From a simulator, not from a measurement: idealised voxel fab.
Name of the process module below: voxel wiring stack
FYI the section here is cut, 160 nm wide, cells are 5 nm squares.
This document writes a cross-section as a grid whose cells are square, and gives it as bands, listed from the top down; one or more rows of cells form a band. First you get the band's top height and its bottom height, in nm, and then the materials it's made of, left to right, with each width in nm. If you see a single material with "edge to edge", that one covers the band edge to edge. "empty" is empty space. Beneath 0, the wafer as received is one material, and that level is where height counting begins. The lowest band goes on downward without a bottom; it is written like "from 0 down". The width entry "30->40" should be interpreted row by row: the top row of cells in the band takes the first number, the bottom row takes the second number, and the change between adjacent rows is uniform throughout. Step note "all unchanged" = no cross-section cell changed. Closed-off voids of 8+ cells (no open route to the top) go in "Fully sealed cavities", written width x height at distance from the left edge, in nm. What comes after the settings on a step's line is commentary from the simulator itself on that step. overlay nm: right-of-plan distance of the mask on a masked step; negative values mean left-of-plan.
THE FOLLOWING LIST GIVES THE PLANNED PROCESS STEPS
1 RECEIVE, material Si
2 CONFORMAL_DEP, material SiO2, thk nm 15
3 DIRECTIONAL_DEP, material TiN, thk nm 5
4 DIRECTIONAL_DEP, material W, thk nm 25
5 PATTERN, tone cover, mask id METAL_1, material resist, width nm 20, pitch nm 40, thk nm 20, overlay nm 0
6 DIRECTIONAL_ETCH, etch materials W, depth nm 25
7 DIRECTIONAL_ETCH, etch materials TiN, depth nm 5
8 STRIP, etch materials resist
9 FILL_DEP, material lowk, thk nm 10
10 CMP, height nm 45
11 CONFORMAL_DEP, material SiCN, thk nm 5
12 DIRECTIONAL_DEP, material lowk, thk nm 30
13 DIRECTIONAL_DEP, material aC, thk nm 15
14 PATTERN, tone open, mask id METAL_2, material resist, width nm 20, pitch nm 40, thk nm 30, overlay nm 0
15 DIRECTIONAL_ETCH, etch materials aC, depth nm 15
16 STRIP, etch materials resist
17 DIRECTIONAL_ETCH, etch materials lowk, depth nm 15
18 STRIP, etch materials aC
19 MASKED_ETCH, tone open, mask id METAL_2_HOLES, width nm 15, pitch nm 40, etch materials lowk, depth nm 15, overlay nm 0
20 MASKED_ETCH, tone open, mask id METAL_2_HOLES, width nm 15, pitch nm 40, etch materials SiCN, depth nm 5, overlay nm 0
21 CONFORMAL_DEP, material TiN, thk nm 5
22 FILL_DEP, material Cu, thk nm 10
23 CMP, height nm 80
24 CONFORMAL_DEP, material SiN, thk nm 5
RUN AS PLANNED: FIRST OF TWO WAFERS
THE CROSS-SECTION HERE SHOWS THE WAFER AS RECEIVED, I.E. IN ITS STATE AFTER STEP 1
    from 0 down: Si edge to edge
    Fully sealed cavities: none
TAKE A LOOK AT THE WAFER'S CROSS-SECTION AFTER STEP 2
    from 15 to 0: SiO2 edge to edge
    Under the height 0 nothing was changed.
TAKE A LOOK AT THE WAFER'S CROSS-SECTION AFTER STEP 3
    from 20 to 15: TiN edge to edge
    Under the height 15 nothing was changed.
TAKE A LOOK AT THE WAFER'S CROSS-SECTION AFTER STEP 4
    from 45 to 20: W edge to edge
    Under the height 20 nothing was changed.
TAKE A LOOK AT THE WAFER'S CROSS-SECTION AFTER STEP 5
    from 65 to 45: empty 50 nm | resist 20 nm | empty 20 nm | resist 20 nm | empty 50 nm
    Under the height 45 nothing was changed.
TAKE A LOOK AT THE WAFER'S CROSS-SECTION AFTER STEP 6
    from 65 to 45: empty 50 nm | resist 20 nm | empty 20 nm | resist 20 nm | empty 50 nm
    from 45 to 20: empty 50 nm | W 20 nm | empty 20 nm | W 20 nm | empty 50 nm
    Under the height 20 nothing was changed.
TAKE A LOOK AT THE WAFER'S CROSS-SECTION AFTER STEP 7
    from 65 to 45: empty 50 nm | resist 20 nm | empty 20 nm | resist 20 nm | empty 50 nm
    from 45 to 20: empty 50 nm | W 20 nm | empty 20 nm | W 20 nm | empty 50 nm
    from 20 to 15: empty 50 nm | TiN 20 nm | empty 20 nm | TiN 20 nm | empty 50 nm
    Under the height 15 nothing was changed.
TAKE A LOOK AT THE WAFER'S CROSS-SECTION AFTER STEP 8
    from 45 to 20: empty 50 nm | W 20 nm | empty 20 nm | W 20 nm | empty 50 nm
    Under the height 20 nothing was changed.
TAKE A LOOK AT THE WAFER'S CROSS-SECTION AFTER STEP 9
    from 55 to 45: lowk edge to edge
    from 45 to 20: lowk 50 nm | W 20 nm | lowk 20 nm | W 20 nm | lowk 50 nm
    from 20 to 15: lowk 50 nm | TiN 20 nm | lowk 20 nm | TiN 20 nm | lowk 50 nm
    Under the height 15 nothing was changed.
TAKE A LOOK AT THE WAFER'S CROSS-SECTION AFTER STEP 10
    from 45 to 20: lowk 50 nm | W 20 nm | lowk 20 nm | W 20 nm | lowk 50 nm
    Under the height 20 nothing was changed.
TAKE A LOOK AT THE WAFER'S CROSS-SECTION AFTER STEP 11
    from 50 to 45: SiCN edge to edge
    Under the height 45 nothing was changed.
TAKE A LOOK AT THE WAFER'S CROSS-SECTION AFTER STEP 12
    from 80 to 50: lowk edge to edge
    Under the height 50 nothing was changed.
TAKE A LOOK AT THE WAFER'S CROSS-SECTION AFTER STEP 13
    from 95 to 80: aC edge to edge
    Under the height 80 nothing was changed.
TAKE A LOOK AT THE WAFER'S CROSS-SECTION AFTER STEP 14
    from 125 to 95: resist 50 nm | empty 20 nm | resist 20 nm | empty 20 nm | resist 50 nm
    Under the height 95 nothing was changed.
TAKE A LOOK AT THE WAFER'S CROSS-SECTION AFTER STEP 15
    from 110 to 95: resist 50 nm | empty 20 nm | resist 20 nm | empty 20 nm | resist 50 nm
    from 95 to 80: aC 50 nm | empty 20 nm | aC 20 nm | empty 20 nm | aC 50 nm
    Under the height 80 nothing was changed.
TAKE A LOOK AT THE WAFER'S CROSS-SECTION AFTER STEP 16
    from 95 to 80: aC 50 nm | empty 20 nm | aC 20 nm | empty 20 nm | aC 50 nm
    Under the height 80 nothing was changed.
TAKE A LOOK AT THE WAFER'S CROSS-SECTION AFTER STEP 17
    from 95 to 80: aC 50 nm | empty 20 nm | aC 20 nm | empty 20 nm | aC 50 nm
    from 80 to 65: lowk 50 nm | empty 20 nm | lowk 20 nm | empty 20 nm | lowk 50 nm
    Under the height 65 nothing was changed.
TAKE A LOOK AT THE WAFER'S CROSS-SECTION AFTER STEP 18
    from 80 to 65: lowk 50 nm | empty 20 nm | lowk 20 nm | empty 20 nm | lowk 50 nm
    Under the height 65 nothing was changed.
TAKE A LOOK AT THE WAFER'S CROSS-SECTION AFTER STEP 19
    from 80 to 65: lowk 50 nm | empty 20 nm | lowk 20 nm | empty 20 nm | lowk 50 nm
    from 65 to 50: lowk 50 nm | empty 15 nm | lowk 25 nm | empty 15 nm | lowk 55 nm
    Under the height 50 nothing was changed.
TAKE A LOOK AT THE WAFER'S CROSS-SECTION AFTER STEP 20
    from 80 to 65: lowk 50 nm | empty 20 nm | lowk 20 nm | empty 20 nm | lowk 50 nm
    from 65 to 50: lowk 50 nm | empty 15 nm | lowk 25 nm | empty 15 nm | lowk 55 nm
    from 50 to 45: SiCN 50 nm | empty 15 nm | SiCN 25 nm | empty 15 nm | SiCN 55 nm
    Under the height 45 nothing was changed.
TAKE A LOOK AT THE WAFER'S CROSS-SECTION AFTER STEP 21
    from 85 to 80: TiN 55 nm | empty 10 nm | TiN 30 nm | empty 10 nm | TiN 55 nm
    from 80 to 70: lowk 50 nm | TiN 5 nm | empty 10 nm | TiN 5 nm | lowk 20 nm | TiN 5 nm | empty 10 nm | TiN 5 nm | lowk 50 nm
    from 70 to 65: lowk 50 nm | TiN 5 nm | empty 5 nm | TiN 10 nm | lowk 20 nm | TiN 5 nm | empty 5 nm | TiN 10 nm | lowk 50 nm
    from 65 to 50: lowk 50 nm | TiN 5 nm | empty 5 nm | TiN 5 nm | lowk 25 nm | TiN 5 nm | empty 5 nm | TiN 5 nm | lowk 55 nm
    from 50 to 45: SiCN 50 nm | TiN 15 nm | SiCN 25 nm | TiN 15 nm | SiCN 55 nm
    Under the height 45 nothing was changed.
TAKE A LOOK AT THE WAFER'S CROSS-SECTION AFTER STEP 22
    from 95 to 85: Cu edge to edge
    from 85 to 80: TiN 55 nm | Cu 10 nm | TiN 30 nm | Cu 10 nm | TiN 55 nm
    from 80 to 70: lowk 50 nm | TiN 5 nm | Cu 10 nm | TiN 5 nm | lowk 20 nm | TiN 5 nm | Cu 10 nm | TiN 5 nm | lowk 50 nm
    from 70 to 65: lowk 50 nm | TiN 5 nm | Cu 5 nm | TiN 10 nm | lowk 20 nm | TiN 5 nm | Cu 5 nm | TiN 10 nm | lowk 50 nm
    from 65 to 50: lowk 50 nm | TiN 5 nm | Cu 5 nm | TiN 5 nm | lowk 25 nm | TiN 5 nm | Cu 5 nm | TiN 5 nm | lowk 55 nm
    Under the height 50 nothing was changed.
TAKE A LOOK AT THE WAFER'S CROSS-SECTION AFTER STEP 23
    from 80 to 70: lowk 50 nm | TiN 5 nm | Cu 10 nm | TiN 5 nm | lowk 20 nm | TiN 5 nm | Cu 10 nm | TiN 5 nm | lowk 50 nm
    Under the height 70 nothing was changed.
TAKE A LOOK AT THE WAFER'S CROSS-SECTION AFTER STEP 24
    from 85 to 80: SiN edge to edge
    Under the height 80 nothing was changed.
SECOND WAFER: SAME START AND SAME PLAN AS THE FIRST, ONE EXECUTION ERROR; IDENTICAL TO THE FIRST THROUGH STEP 11
CROSS-SECTION OF THE SECOND WAFER AT THE TIME BY WHICH STEP 12 SHOULD HAVE BEEN COMPLETED ACCORDING TO THE PLAN
    from 65 to 50: aC edge to edge
    Under the height 50 nothing was changed.
CROSS-SECTION OF THE SECOND WAFER AT THE TIME BY WHICH STEP 13 SHOULD HAVE BEEN COMPLETED ACCORDING TO THE PLAN
    from 95 to 65: lowk edge to edge
    Under the height 65 nothing was changed.
CROSS-SECTION OF THE SECOND WAFER AT THE TIME BY WHICH STEP 14 SHOULD HAVE BEEN COMPLETED ACCORDING TO THE PLAN
    from 125 to 95: resist 50 nm | empty 20 nm | resist 20 nm | empty 20 nm | resist 50 nm
    Under the height 95 nothing was changed.
CROSS-SECTION OF THE SECOND WAFER AT THE TIME BY WHICH STEP 15 SHOULD HAVE BEEN COMPLETED ACCORDING TO THE PLAN
    from 110 to 95: resist 50 nm | empty 20 nm | resist 20 nm | empty 20 nm | resist 50 nm
    Under the height 95 nothing was changed.
CROSS-SECTION OF THE SECOND WAFER AT THE TIME BY WHICH STEP 16 SHOULD HAVE BEEN COMPLETED ACCORDING TO THE PLAN
    from 95 to 65: lowk edge to edge
    Under the height 65 nothing was changed.
CROSS-SECTION OF THE SECOND WAFER AT THE TIME BY WHICH STEP 17 SHOULD HAVE BEEN COMPLETED ACCORDING TO THE PLAN
    from 80 to 65: lowk edge to edge
    Under the height 65 nothing was changed.
Cross-section of the second wafer at the time by which step 18 should have been completed according to the plan: all unchanged
CROSS-SECTION OF THE SECOND WAFER AT THE TIME BY WHICH STEP 19 SHOULD HAVE BEEN COMPLETED ACCORDING TO THE PLAN
    from 80 to 65: lowk 50 nm | empty 15 nm | lowk 25 nm | empty 15 nm | lowk 55 nm
    Under the height 65 nothing was changed.
Cross-section of the second wafer at the time by which step 20 should have been completed according to the plan: all unchanged
CROSS-SECTION OF THE SECOND WAFER AT THE TIME BY WHICH STEP 21 SHOULD HAVE BEEN COMPLETED ACCORDING TO THE PLAN
    from 85 to 80: TiN 55 nm | empty 5 nm | TiN 35 nm | empty 5 nm | TiN 60 nm
    from 80 to 70: lowk 50 nm | TiN 5 nm | empty 5 nm | TiN 5 nm | lowk 25 nm | TiN 5 nm | empty 5 nm | TiN 5 nm | lowk 55 nm
    from 70 to 65: lowk 50 nm | TiN 15 nm | lowk 25 nm | TiN 15 nm | lowk 55 nm
    Under the height 65 nothing was changed.
CROSS-SECTION OF THE SECOND WAFER AT THE TIME BY WHICH STEP 22 SHOULD HAVE BEEN COMPLETED ACCORDING TO THE PLAN
    from 95 to 85: Cu edge to edge
    from 85 to 80: TiN 55 nm | Cu 5 nm | TiN 35 nm | Cu 5 nm | TiN 60 nm
    from 80 to 70: lowk 50 nm | TiN 5 nm | Cu 5 nm | TiN 5 nm | lowk 25 nm | TiN 5 nm | Cu 5 nm | TiN 5 nm | lowk 55 nm
    Under the height 70 nothing was changed.
CROSS-SECTION OF THE SECOND WAFER AT THE TIME BY WHICH STEP 23 SHOULD HAVE BEEN COMPLETED ACCORDING TO THE PLAN
    from 80 to 70: lowk 50 nm | TiN 5 nm | Cu 5 nm | TiN 5 nm | lowk 25 nm | TiN 5 nm | Cu 5 nm | TiN 5 nm | lowk 55 nm
    Under the height 70 nothing was changed.
CROSS-SECTION OF THE SECOND WAFER AT THE TIME BY WHICH STEP 24 SHOULD HAVE BEEN COMPLETED ACCORDING TO THE PLAN
    from 85 to 80: SiN edge to edge
    Under the height 80 nothing was changed.
Run error: it was found that steps 12 and 13 of the process plan had been performed in exchanged positions
It is noted that, at the conclusion of processing, the second wafer exhibits a higher or lower cell count for certain materials relative to the first: Cu: 12 fewer, SiCN: 6 more, TiN: 18 fewer, aC: 96 more, lowk: 72 fewer
